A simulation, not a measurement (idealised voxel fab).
A process module follows: voxel double patterning.
The width of the displayed cross-section, cut, is 160 nm; its cells are square, with a size of 5 nm.
Think of the cross-section as a grid of square cells. We describe it in bands, top to bottom, and each band covers one or more rows of those cells.
The entry gives the band's vertical extent as a top height and a bottom height in nm, then its horizontal make-up as materials from left to right, each with a width in nm. "blank" stands for empty space; a single material marked "throughout" fills the band edge to edge.
Convention: height 0 is the level below which the wafer, as received, is all one material. The lowest band does not terminate at the bottom but continues downward, represented as "top 0, no bottom".
Think of "30..40" as a width that walks from the first number to the second as you go down the band, top row to bottom row, taking equal-sized steps from row to row.
A step reported as "no modifications" is a step in which no cell of the cross-section changed.
Closed empty spaces (no open way to the top) of 8 cells or more are what "Closed void inventory" lists, each as width x height at distance from the left edge, nm for all three.
Post-settings text on a step line: simulator's own remark regarding the step.
Steps that use a mask can have "overlay nm" on their line. It says how far the mask sat to the right of where it was meant to be. Negative means to the left.

## The process steps that were planned are listed below
1,op RECEIVE | material Si
2,op CONFORMAL_DEP | material SiO2 | thk nm 10
3,op DIRECTIONAL_DEP | material W | thk nm 20
4,op DIRECTIONAL_DEP | material SiCN | thk nm 5
5,op MASKED_ETCH | tone open | mask id FIRST | width nm 15 | pitch nm 50 | etch materials SiCN | depth nm 5 | overlay nm 0
6,op MASKED_ETCH | tone open | mask id SECOND | width nm 15 | pitch nm 50 | etch materials SiCN | depth nm 5 | overlay nm 0
7,op DIRECTIONAL_ETCH | etch materials W | depth nm 20
8,op STRIP | etch materials SiCN

## What follows covers the first of two wafers; it ran as planned

## as received, after step 1
- top 0, no bottom: Si throughout
- Closed void inventory: none

## The following cross-section depicts the wafer upon completion of step 2
- top 10, bottom 0: SiO2 throughout
- Anything lower than 0 is untouched.

## The following cross-section depicts the wafer upon completion of step 3
- top 30, bottom 10: W throughout
- Anything lower than 10 is untouched.

## The following cross-section depicts the wafer upon completion of step 4
- top 35, bottom 30: SiCN throughout
- Anything lower than 30 is untouched.

## The following cross-section depicts the wafer upon completion of step 5
- top 35, bottom 30: SiCN: 20 / blank: 15 / SiCN: 35 / blank: 15 / SiCN: 35 / blank: 15 / SiCN: 25
- Anything lower than 30 is untouched.

## The following cross-section depicts the wafer upon completion of step 6
- top 35, bottom 30: SiCN: 20 / blank: 15 / SiCN: 10 / blank: 15 / SiCN: 10 / blank: 15 / SiCN: 10 / blank: 15 / SiCN: 10 / blank: 15 / SiCN: 25
- Anything lower than 30 is untouched.

## The following cross-section depicts the wafer upon completion of step 7
- top 35, bottom 30: SiCN: 20 / blank: 15 / SiCN: 10 / blank: 15 / SiCN: 10 / blank: 15 / SiCN: 10 / blank: 15 / SiCN: 10 / blank: 15 / SiCN: 25
- top 30, bottom 10: W: 20 / blank: 15 / W: 10 / blank: 15 / W: 10 / blank: 15 / W: 10 / blank: 15 / W: 10 / blank: 15 / W: 25
- Anything lower than 10 is untouched.

## The following cross-section depicts the wafer upon completion of step 8
- top 30, bottom 10: W: 20 / blank: 15 / W: 10 / blank: 15 / W: 10 / blank: 15 / W: 10 / blank: 15 / W: 10 / blank: 15 / W: 25
- Anything lower than 10 is untouched.

## Wafer two. Same start, same plan, one slip in execution. Same as wafer one through step 2, inclusive

## Look at the second wafer in cross-section at the time step 3 ought to have finished
- top 50, bottom 10: W throughout
- Anything lower than 10 is untouched.

## Look at the second wafer in cross-section at the time step 4 ought to have finished
- top 55, bottom 50: SiCN throughout
- Anything lower than 50 is untouched.

## Look at the second wafer in cross-section at the time step 5 ought to have finished
- top 55, bottom 50: SiCN: 20 / blank: 15 / SiCN: 35 / blank: 15 / SiCN: 35 / blank: 15 / SiCN: 25
- Anything lower than 50 is untouched.

## Look at the second wafer in cross-section at the time step 6 ought to have finished
- top 55, bottom 50: SiCN: 20 / blank: 15 / SiCN: 10 / blank: 15 / SiCN: 10 / blank: 15 / SiCN: 10 / blank: 15 / SiCN: 10 / blank: 15 / SiCN: 25
- Anything lower than 50 is untouched.

## Look at the second wafer in cross-section at the time step 7 ought to have finished
- top 55, bottom 50: SiCN: 20 / blank: 15 / SiCN: 10 / blank: 15 / SiCN: 10 / blank: 15 / SiCN: 10 / blank: 15 / SiCN: 10 / blank: 15 / SiCN: 25
- top 50, bottom 30: W: 20 / blank: 15 / W: 10 / blank: 15 / W: 10 / blank: 15 / W: 10 / blank: 15 / W: 10 / blank: 15 / W: 25
- Anything lower than 30 is untouched.

## Look at the second wafer in cross-section at the time step 8 ought to have finished
- top 50, bottom 30: W: 20 / blank: 15 / W: 10 / blank: 15 / W: 10 / blank: 15 / W: 10 / blank: 15 / W: 10 / blank: 15 / W: 25
- Anything lower than 30 is untouched.
What was done differently from what was planned? step 3 in the plan was executed twice
Per the end-of-run cell counts, the second wafer holds more or fewer of some materials than the first: +128 W
